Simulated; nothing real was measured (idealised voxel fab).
voxel released beams: a process module
Section shown: cut. Width: 265 nm. Cell size: 5 nm, square.
Notation: cross-section as square-cell grid; stated in bands, top first, going down; one or more cell rows per band.
For a band, the entry starts with two heights in nm, that of the top and then that of the bottom, and carries on with the band's materials in order from left to right, each alongside its width in nm; the word "throughout" beside a single material means it fills the band edge to edge, and "air" means empty space.
Counting heights begins at 0, where everything beneath is, in the wafer as received, one material. The lowest band has no bottom; it goes on downwards, as "0 -> down" shows.
Note: "30..40" means the width goes from the first number (top row of the band) to the second number (bottom row) in equal steps per row of cells.
No cell of the cross-section changed in a step that is given as "no modifications".
In the "Closed void register" entry, you get each enclosed empty space of 8 cells or more, one with no open way to the top, written width x height at distance, distance from the left edge, in nm.
It should be noted that, on the line of a given step, the content following the step's settings is a remark produced by the simulator itself with respect to that step.
If you see "overlay nm" on a step's line and that step has a mask, it's telling you how far right of where it was planned the mask ended up; a negative number means it went left instead.

PLAN
1 RECEIVE with material Si
2 CONFORMAL_DEP with material SiN, thk nm 10
3 DIRECTIONAL_DEP with material SiO2, thk nm 15
4 DIRECTIONAL_DEP with material aC, thk nm 15
5 PATTERN with tone open, mask id ANCHOR, material resist, width nm 25, thk nm 35, overlay nm 0
6 DIRECTIONAL_ETCH with etch materials aC, depth nm 15
7 STRIP with etch materials resist
8 DIRECTIONAL_ETCH with etch materials SiO2, depth nm 15
9 STRIP with etch materials aC
10 CONFORMAL_DEP with material polySi, thk nm 10
11 PATTERN with tone cover, mask id BEAM, material resist, width nm 70, thk nm 20, overlay nm 0
12 DIRECTIONAL_ETCH with etch materials polySi, depth nm 10
13 STRIP with etch materials resist
14 STRIP with etch materials SiO2

CROSS-SECTIONAL VIEW OF THE WAFER IN ITS AS-RECEIVED CONDITION, CORRESPONDING TO THE STATE AFTER STEP 1
- 0 -> down  Si throughout
- Closed void register: none

POST-MODULE CROSS-SECTION: IDENTICAL START AND PLAN TO THOSE ABOVE, ONE MISSTEP IN EXECUTION
- 30 -> 20  air 95; polySi 15; air 5; polySi 50; air 100
- 20 -> 15  air 100; polySi 10; air 5; polySi 10; air 140
- 15 -> 5  air 100; polySi 25; air 140
- 5 -> 0  SiN throughout
- 0 -> down  Si throughout
- Closed void register: none
Heads up, the wafer didn't run the way we planned it: in deviation from the planned setting, step 2 was conducted as CONFORMAL_DEP with material SiN, thk nm 5
